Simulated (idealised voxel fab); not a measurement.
This section sets out a process module, namely voxel trench capacitor.
Displayed cross-section: cut, width of 260 nm, square cells sized 5 nm.
In what follows, cross-sections appear as grids of square cells, described through bands that run from the top down, where every band is one or more rows of cells.
For a band, the entry starts with two heights in nm, that of the top and then that of the bottom, and carries on with the band's materials in order from left to right, each alongside its width in nm; the word "everywhere" beside a single material means it fills the band edge to edge, and "empty" means empty space.
The level at which height equals 0 is the one under which the wafer, as it arrives, is entirely one material. No lower edge exists for the bottom band, which continues downward and is notated as in "0 and below".
When a width is written as two numbers, as in "30->40", the first number is the width in the top row of cells of the band and the second is the width in its bottom row, and the width changes by the same amount from each row to the next.
When a step is marked "no change occurred", none of the cells in the cross-section changed during that step.
This entry, "Closed void list", enumerates those empty regions of no fewer than 8 cells that possess no open connection to the top. Each region is reported in the form width x height at distance, the distance being taken from the left edge, with all three quantities expressed in nm.
Anything after a step's settings on that line? It's the simulator's own note about the step.
"overlay nm" on a masked step: distance the mask lay right of its planned place, negative for left.
**The planned process steps are enumerated hereunder**
| 1 | op RECEIVE | material Si |
| 2 | op CONFORMAL_DEP | material SiN | thk nm 5 |
| 3 | op DIRECTIONAL_DEP | material aC | thk nm 15 |
| 4 | op PATTERN | tone open | mask id TRENCH | material resist | width nm 15 | pitch nm 40 | thk nm 35 | overlay nm 0 |
| 5 | op DIRECTIONAL_ETCH | etch materials aC | depth nm 15 |
| 6 | op STRIP | etch materials resist |
| 7 | op DIRECTIONAL_ETCH | etch materials SiN | depth nm 5 |
| 8 | op DIRECTIONAL_ETCH | etch materials Si | depth nm 40 |
| 9 | op STRIP | etch materials aC |
| 10 | op CONFORMAL_DEP | material Al2O3 | thk nm 5 |
| 11 | op FILL_DEP | material polySi | thk nm 5 |
| 12 | op CMP | height nm 5 |
**Wafer cross-section on receipt, i.e. after step 1**
    0 and below: Si everywhere
    Closed void list: none
**One mistake in running the module, otherwise start and plan as above: cross-section at the end**
    5 down to 0: SiN: 85 | Al2O3: 5 | polySi: 5 | Al2O3: 5 | SiN: 25 | Al2O3: 5 | polySi: 5 | Al2O3: 5 | SiN: 25 | Al2O3: 5 | polySi: 5 | Al2O3: 5 | SiN: 80
    0 down to -35: Si: 85 | Al2O3: 5 | polySi: 5 | Al2O3: 5 | Si: 25 | Al2O3: 5 | polySi: 5 | Al2O3: 5 | Si: 25 | Al2O3: 5 | polySi: 5 | Al2O3: 5 | Si: 80
    -35 down to -40: Si: 85 | Al2O3: 15 | Si: 25 | Al2O3: 15 | Si: 25 | Al2O3: 15 | Si: 80
    -40 and below: Si everywhere
    Closed void list: none
Finding, execution versus plan: step 4 ran differently from the plan; actual operation with settings: op PATTERN | tone open | mask id TRENCH | material resist | width nm 15 | pitch nm 40 | thk nm 35 | overlay nm 5
